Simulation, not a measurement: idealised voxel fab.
The following process module bears the name voxel self aligned vias.
It is cross-section cut that appears here, measuring 165 nm in width, its square cells being 5 nm in size.
Cross-section spec: square-cell grid; bands listed top down; each band is one or more rows.
Band entry format. Leading values: height of top, height of bottom, nm. Remainder: materials in left-to-right order, each with its width in nm. Special words: "all across" on a single material, which then fills the band edge to edge; "empty", empty space.
Beneath 0, the wafer as received is one material, and that level is where height counting begins. The lowest band goes on downward without a bottom; it is written like "top 0, no bottom".
Width spec "30..40" -> top row of cells at first value, bottom row at second value, equal per-row change in between.
"changes: none" for a step: no cell of the cross-section changed in that step.
What "Enclosed empty spaces" gives you is every empty space of 8 cells or more that is cut off from the top. Each appears as width x height at distance, with the distance taken from the left edge and width, height and distance all in nm.
Anything after a step's settings on that line? It's the simulator's own note about the step.
overlay nm: for a step with a mask, the amount by which the mask lay right of where it was planned; a negative amount means left of it.
-- The following list gives the planned process steps
1 RECEIVE,material Si
2 CONFORMAL_DEP,material SiO2,thk nm 15
3 CONFORMAL_DEP,material SiCN,thk nm 5
4 DIRECTIONAL_DEP,material lowk,thk nm 20
5 PATTERN,tone open,mask id LINES,material resist,width nm 20,pitch nm 60,thk nm 15,overlay nm 0
6 DIRECTIONAL_ETCH,etch materials lowk,depth nm 20
7 STRIP,etch materials resist
8 CONFORMAL_DEP,material TiN,thk nm 5
9 FILL_DEP,material Ru,thk nm 10
10 CMP,height nm 40
11 SELECTIVE_ETCH,etch materials W Ru TiN,depth nm 5
12 FILL_DEP,material SiN,thk nm 10
13 CMP,height nm 40
14 DIRECTIONAL_DEP,material lowk,thk nm 20
15 MASKED_ETCH,tone open,mask id VIAS,width nm 40,etch materials lowk,depth nm 20,overlay nm 0
16 MASKED_ETCH,tone open,mask id VIAS,width nm 40,etch materials SiN,depth nm 5,overlay nm 0
17 CONFORMAL_DEP,material TiN,thk nm 5
18 FILL_DEP,material W,thk nm 10
19 CMP,height nm 60
20 CONFORMAL_DEP,material SiCN,thk nm 5
-- As received (post step 1): cross-section
	top 0, no bottom  Si all across
	Enclosed empty spaces: none
-- Same starting wafer, same plan as above, one mistake in the execution; this is the cross-section at the end of the module
	top 65, bottom 60  SiCN all across
	top 60, bottom 45  30 of lowk, 5 of TiN, 30 of W, 5 of TiN, 95 of lowk
	top 45, bottom 40  30 of lowk, 15 of TiN, 10 of W, 15 of TiN, 95 of lowk
	top 40, bottom 35  40 of lowk, 20 of TiN, 40 of lowk, 20 of SiN, 45 of lowk
	top 35, bottom 30  SiCN all across
	top 30, bottom 0  SiO2 all across
	top 0, no bottom  Si all across
	Enclosed empty spaces: none
Short version of what went wrong: the plan had its step 2 run twice
